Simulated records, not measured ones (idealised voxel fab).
process module | voxel self aligned vias
cross-section cut | 230 nm wide | cells 5 nm
A cross-section is a grid of square cells, given in bands from the top down. A band is one or more rows of cells.
Each band's line starts with the height of the band's top and of its bottom, in nm. Then come its materials from left to right, each with its width in nm. One material with "throughout" fills the band from edge to edge. "air" is empty space.
Height 0 is the level under which the wafer as received is all one material. The lowest band goes on downwards, as in "0 down".
A width such as "30 to 40" changes by the same amount from each row of cells to the next, from the band's top row to its bottom row.
"no change" after a step means that no cell of the cross-section changed.
closed voids: empty space of 8 cells or more with no open way to the top, each as width x height at its distance from the left edge, in nm
after a step's settings: what the simulator itself notes on the step
overlay nm, on a step with a mask: how far to the right of its planned place the mask lay; to the left if negative
plan
1 op RECEIVE | material Si
2 op CONFORMAL_DEP | material SiO2 | thk nm 15
3 op CONFORMAL_DEP | material SiCN | thk nm 5
4 op DIRECTIONAL_DEP | material SiO2 | thk nm 30
5 op MASKED_ETCH | tone open | mask id LINES | width nm 30 | pitch nm 65 | etch materials SiO2 | depth nm 30 | overlay nm 0
6 op CONFORMAL_DEP | material TiN | thk nm 5
7 op FILL_DEP | material Ru | thk nm 5
8 op CMP | height nm 50
9 op SELECTIVE_ETCH | etch materials W Ru TiN | depth nm 10
10 op FILL_DEP | material SiN | thk nm 5
11 op CMP | height nm 50
12 op DIRECTIONAL_DEP | material SiO2 | thk nm 20
13 op MASKED_ETCH | tone open | mask id VIAS | width nm 40 | pitch nm 130 | etch materials SiO2 | depth nm 20 | overlay nm 0
14 op MASKED_ETCH | tone open | mask id VIAS | width nm 40 | pitch nm 130 | etch materials SiN | depth nm 10 | overlay nm 0
15 op CONFORMAL_DEP | material TiN | thk nm 5
16 op FILL_DEP | material Ru | thk nm 5
17 op CMP | height nm 70
18 op CONFORMAL_DEP | material SiN | thk nm 5
as received, after step 1
  0 down: Si throughout
  closed voids: none
first wafer at the end, as planned
  75 to 70: SiN throughout
  70 to 55: SiO2 30 | TiN 5 | Ru 30 | TiN 5 | SiO2 90 | TiN 5 | Ru 30 | TiN 5 | SiO2 30
  55 to 50: SiO2 30 | TiN 10 | Ru 20 | TiN 10 | SiO2 90 | TiN 10 | Ru 20 | TiN 10 | SiO2 30
  50 to 45: SiO2 35 | TiN 5 | Ru 20 | TiN 5 | SiO2 35 | SiN 30 | SiO2 35 | TiN 5 | Ru 20 | TiN 5 | SiO2 35
  45 to 40: SiO2 35 | TiN 30 | SiO2 35 | SiN 30 | SiO2 35 | TiN 30 | SiO2 35
  40 to 25: SiO2 35 | TiN 5 | Ru 20 | TiN 5 | SiO2 35 | TiN 5 | Ru 20 | TiN 5 | SiO2 35 | TiN 5 | Ru 20 | TiN 5 | SiO2 35
  25 to 20: SiO2 35 | TiN 30 | SiO2 35 | TiN 30 | SiO2 35 | TiN 30 | SiO2 35
  20 to 15: SiCN throughout
  15 to 0: SiO2 throughout
  0 down: Si throughout
  closed voids: none
second wafer at the end: like start, like plan, one mistake
  75 to 70: SiN throughout
  70 to 50: SiO2 30 | TiN 5 | Ru 30 | TiN 5 | SiO2 90 | TiN 5 | Ru 30 | TiN 5 | SiO2 30
  50 to 45: SiO2 30 | TiN 5 | Ru 30 | TiN 5 | SiO2 30 | SiN 30 | SiO2 30 | TiN 5 | Ru 30 | TiN 5 | SiO2 30
  45 to 40: SiO2 30 | TiN 40 | SiO2 30 | SiN 30 | SiO2 30 | TiN 40 | SiO2 30
  40 to 25: SiO2 35 | TiN 5 | Ru 20 | TiN 5 | SiO2 35 | TiN 5 | Ru 20 | TiN 5 | SiO2 35 | TiN 5 | Ru 20 | TiN 5 | SiO2 35
  25 to 20: SiO2 35 | TiN 30 | SiO2 35 | TiN 30 | SiO2 35 | TiN 30 | SiO2 35
  20 to 15: SiCN throughout
  15 to 0: SiO2 throughout
  0 down: Si throughout
  closed voids: none
what went wrong: step 13 ran as: op MASKED_ETCH | tone open | mask id VIAS | width nm 40 | pitch nm 130 | etch materials SiO2 | depth nm 30 | overlay nm 0
at the end the second wafer has, in cells: 8 more of Ru | 8 fewer of SiO2
